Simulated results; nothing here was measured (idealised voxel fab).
The process module that follows is named voxel released beams.
Shown is cross-section cut, with a width of 295 nm and square cells of size 5 nm.
In this document a cross-section is written as a grid of square cells. It is given as a series of bands, listed from the top down, and a band is one or more rows of cells.
Look at the band entry: it leads with the top's height and the bottom's height in nm. Then it lists the materials left to right, with a width in nm for each. The word "all across" on a single material says that material fills the band edge to edge. The word "air" is empty space.
Height is counted from the level 0, under which the received wafer is composed throughout of one material. The lowest of the bands is not closed at the bottom but continues downward, in the notation "z 0 and below".
A two-number width, for instance "30..40", indicates that the width is equal to the first number in the top row of the band and to the second number in the bottom row, and that it changes by a constant amount per row of cells.
"nothing different" -> step changed no cross-section cell.
Tabulated closed voids: empty space of 8 cells or more with no open way to the top, each as width x height at its distance from the left edge, in nm
On each step's line, the part that comes after the settings is the simulator's own comment on the step.
"overlay nm" denotes, for a step that has a mask, the displacement of the mask to the right of its planned place, with negative values corresponding to the left.

[Set out below are the planned steps of the process]
| 1 | RECEIVE with material Si |
| 2 | CONFORMAL_DEP with material SiN, thk nm 5 |
| 3 | DIRECTIONAL_DEP with material SiO2, thk nm 15 |
| 4 | PATTERN with tone open, mask id ANCHOR, material resist, width nm 35, thk nm 15, overlay nm 0 |
| 5 | DIRECTIONAL_ETCH with etch materials SiO2, depth nm 15 |
| 6 | STRIP with etch materials resist |
| 7 | CONFORMAL_DEP with material polySi, thk nm 15 |
| 8 | DIRECTIONAL_DEP with material aC, thk nm 15 |
| 9 | PATTERN with tone cover, mask id BEAM, material resist, width nm 110, thk nm 35, overlay nm 0 |
| 10 | DIRECTIONAL_ETCH with etch materials aC, depth nm 15 |
| 11 | STRIP with etch materials resist |
| 12 | DIRECTIONAL_ETCH with etch materials polySi, depth nm 15 |
| 13 | STRIP with etch materials aC |
| 14 | STRIP with etch materials SiO2 |

[The first of two wafers, run as planned]

[Received-state cross-section, reflecting completion of step 1]
> z 0 and below  Si all across
> Tabulated closed voids: none

[Upon completion of step 2, the wafer appears in cross-section as shown]
> z 5 to 0  SiN all across
> Lower than 0, everything is as it was.

[Upon completion of step 3, the wafer appears in cross-section as shown]
> z 20 to 5  SiO2 all across
> Lower than 5, everything is as it was.

[Upon completion of step 4, the wafer appears in cross-section as shown]
> z 35 to 20  resist 95 nm | air 35 nm | resist 165 nm
> Lower than 20, everything is as it was.

[Upon completion of step 5, the wafer appears in cross-section as shown]
> z 35 to 20  resist 95 nm | air 35 nm | resist 165 nm
> z 20 to 5  SiO2 95 nm | air 35 nm | SiO2 165 nm
> Lower than 5, everything is as it was.

[Upon completion of step 6, the wafer appears in cross-section as shown]
> z 20 to 5  SiO2 95 nm | air 35 nm | SiO2 165 nm
> Lower than 5, everything is as it was.

[Upon completion of step 7, the wafer appears in cross-section as shown]
> z 35 to 20  polySi 110 nm | air 5 nm | polySi 180 nm
> z 20 to 5  SiO2 95 nm | polySi 35 nm | SiO2 165 nm
> Lower than 5, everything is as it was.

[Upon completion of step 8, the wafer appears in cross-section as shown]
> z 50 to 35  aC 110 nm | air 5 nm | aC 180 nm
> z 35 to 20  polySi 110 nm | aC 5 nm | polySi 180 nm
> Lower than 20, everything is as it was.

[Upon completion of step 9, the wafer appears in cross-section as shown]
> z 85 to 50  air 90 nm | resist 110 nm | air 95 nm
> z 50 to 35  aC 110 nm | resist 5 nm | aC 180 nm
> Lower than 35, everything is as it was.

[Upon completion of step 10, the wafer appears in cross-section as shown]
> z 70 to 50  air 90 nm | resist 110 nm | air 95 nm
> z 50 to 35  air 90 nm | aC 20 nm | resist 5 nm | aC 85 nm | air 95 nm
> Lower than 35, everything is as it was.

[Upon completion of step 11, the wafer appears in cross-section as shown]
> z 50 to 35  air 90 nm | aC 20 nm | air 5 nm | aC 85 nm | air 95 nm
> Lower than 35, everything is as it was.

[Upon completion of step 12, the wafer appears in cross-section as shown]
> z 50 to 35  air 90 nm | aC 20 nm | air 5 nm | aC 85 nm | air 95 nm
> z 35 to 20  air 90 nm | polySi 20 nm | aC 5 nm | polySi 85 nm | air 95 nm
> Lower than 20, everything is as it was.

[Upon completion of step 13, the wafer appears in cross-section as shown]
> z 35 to 20  air 90 nm | polySi 20 nm | air 5 nm | polySi 85 nm | air 95 nm
> Lower than 20, everything is as it was.

[Upon completion of step 14, the wafer appears in cross-section as shown]
> z 35 to 20  air 90 nm | polySi 20 nm | air 5 nm | polySi 85 nm | air 95 nm
> z 20 to 5  air 95 nm | polySi 35 nm | air 165 nm
> Lower than 5, everything is as it was.

[Here the second wafer is described. Its start and its plan were those of the first wafer. Its run contained one mistake. Up to and including step 6, it did exactly what the first wafer did]

[Second wafer, cut view, end of step 7 per plan]
> z 50 to 20  polySi all across
> z 20 to 5  SiO2 95 nm | polySi 35 nm | SiO2 165 nm
> Lower than 5, everything is as it was.

[Second wafer, cut view, end of step 8 per plan]
> z 65 to 50  aC all across
> Lower than 50, everything is as it was.

[Second wafer, cut view, end of step 9 per plan]
> z 100 to 65  air 90 nm | resist 110 nm | air 95 nm
> Lower than 65, everything is as it was.

[Second wafer, cut view, end of step 10 per plan]
> z 85 to 65  air 90 nm | resist 110 nm | air 95 nm
> z 65 to 50  air 90 nm | aC 110 nm | air 95 nm
> Lower than 50, everything is as it was.

[Second wafer, cut view, end of step 11 per plan]
> z 65 to 50  air 90 nm | aC 110 nm | air 95 nm
> Lower than 50, everything is as it was.

[Second wafer, cut view, end of step 12 per plan]
> z 65 to 50  air 90 nm | aC 110 nm | air 95 nm
> z 50 to 35  air 90 nm | polySi 110 nm | air 95 nm
> Lower than 35, everything is as it was.

[Second wafer, cut view, end of step 13 per plan]
> z 50 to 35  air 90 nm | polySi 110 nm | air 95 nm
> Lower than 35, everything is as it was.

Second wafer, cut view, end of step 14 per plan: nothing different
Diagnosis: regarding the plan, step 7 was run twice
at the end the second wafer has, in cells: SiO2: 156 more, polySi: 180 more
